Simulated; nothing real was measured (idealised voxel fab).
This is a process module. Its name is voxel trench capacitor.
Shown is cross-section cut, with a width of 170 nm and square cells of size 5 nm.
Cross-sections here: square-cell grids, written as top-down lists of bands, a band being one or more rows of cells.
This entry defines a band. It first specifies the height of the band's top and the height of its bottom in nm, and then specifies the band's materials from left to right, stating each material with its width in nm. The word "all across" identifies a single material that fills the band from edge to edge, while the word "blank" identifies empty space.
Where do heights start? At 0: under that level the wafer as delivered is made of one material only. And the lowest band has no floor; it just carries on downward, as in "0..down".
Think of "30->40" as a width that walks from the first number to the second as you go down the band, top row to bottom row, taking equal-sized steps from row to row.
Step note "remained unchanged" = no cross-section cell changed.
Closed-off voids of 8+ cells (no open route to the top) go in "Completely sealed voids", written width x height at distance from the left edge, in nm.
Text after the settings on a step's line: the simulator's own remark on that step.
Steps that use a mask can have "overlay nm" on their line. It says how far the mask sat to the right of where it was meant to be. Negative means to the left.
PROCESS STEPS (PLANNED)
step 1: RECEIVE,material Si
step 2: CONFORMAL_DEP,material SiN,thk nm 10
step 3: DIRECTIONAL_DEP,material aC,thk nm 15
step 4: PATTERN,tone open,mask id TRENCH,material resist,width nm 25,pitch nm 45,thk nm 35,overlay nm 0
step 5: DIRECTIONAL_ETCH,etch materials aC,depth nm 15
step 6: STRIP,etch materials resist
step 7: DIRECTIONAL_ETCH,etch materials SiN,depth nm 10
step 8: DIRECTIONAL_ETCH,etch materials Si,depth nm 40
step 9: STRIP,etch materials aC
step 10: CONFORMAL_DEP,material Al2O3,thk nm 5
step 11: CONFORMAL_DEP,material TiN,thk nm 5
step 12: FILL_DEP,material W,thk nm 5
step 13: CMP,height nm 10
AS-RECEIVED STATE OF THE WAFER IN CROSS-SECTION, EQUIVALENT TO POST-STEP 1
	0..down: Si all across
	Completely sealed voids: none
FIRST OF TWO WAFERS AT THE END OF THE MODULE, SHOWN IN CROSS-SECTION; RUN CARRIED OUT AS PLANNED
	10..0: 25 SiN, 5 Al2O3, 5 TiN, 5 W, 5 TiN, 5 Al2O3, 20 SiN, 5 Al2O3, 5 TiN, 5 W, 5 TiN, 5 Al2O3, 20 SiN, 5 Al2O3, 5 TiN, 5 W, 5 TiN, 5 Al2O3, 30 SiN
	0..-30: 25 Si, 5 Al2O3, 5 TiN, 5 W, 5 TiN, 5 Al2O3, 20 Si, 5 Al2O3, 5 TiN, 5 W, 5 TiN, 5 Al2O3, 20 Si, 5 Al2O3, 5 TiN, 5 W, 5 TiN, 5 Al2O3, 30 Si
	-30..-35: 25 Si, 5 Al2O3, 15 TiN, 5 Al2O3, 20 Si, 5 Al2O3, 15 TiN, 5 Al2O3, 20 Si, 5 Al2O3, 15 TiN, 5 Al2O3, 30 Si
	-35..-40: 25 Si, 25 Al2O3, 20 Si, 25 Al2O3, 20 Si, 25 Al2O3, 30 Si
	-40..down: Si all across
	Completely sealed voids: none
THIS IS THE SECOND OF THE TWO WAFERS, CROSS-SECTIONED AT THE END OF THE MODULE; IT STARTED EXACTLY LIKE THE FIRST AND WAS GIVEN THE SAME PLAN, BUT IT WAS RUN WITH ONE MISTAKE
	20..15: 35 TiN, 5 W, 40 TiN, 5 W, 40 TiN, 5 W, 40 TiN
	15..10: 30 Al2O3, 5 TiN, 5 W, 5 TiN, 30 Al2O3, 5 TiN, 5 W, 5 TiN, 30 Al2O3, 5 TiN, 5 W, 5 TiN, 35 Al2O3
	10..0: 25 SiN, 5 Al2O3, 5 TiN, 5 W, 5 TiN, 5 Al2O3, 20 SiN, 5 Al2O3, 5 TiN, 5 W, 5 TiN, 5 Al2O3, 20 SiN, 5 Al2O3, 5 TiN, 5 W, 5 TiN, 5 Al2O3, 30 SiN
	0..-30: 25 Si, 5 Al2O3, 5 TiN, 5 W, 5 TiN, 5 Al2O3, 20 Si, 5 Al2O3, 5 TiN, 5 W, 5 TiN, 5 Al2O3, 20 Si, 5 Al2O3, 5 TiN, 5 W, 5 TiN, 5 Al2O3, 30 Si
	-30..-35: 25 Si, 5 Al2O3, 15 TiN, 5 Al2O3, 20 Si, 5 Al2O3, 15 TiN, 5 Al2O3, 20 Si, 5 Al2O3, 15 TiN, 5 Al2O3, 30 Si
	-35..-40: 25 Si, 25 Al2O3, 20 Si, 25 Al2O3, 20 Si, 25 Al2O3, 30 Si
	-40..down: Si all across
	Completely sealed voids: none
Want to know what went wrong? the process deviated at step 13: the operation and settings actually run there were CMP,height nm 20
Wafer comparison, final, in cells, second relative to first, materials more or fewer: Al2O3: 25 more, TiN: 37 more, W: 6 more
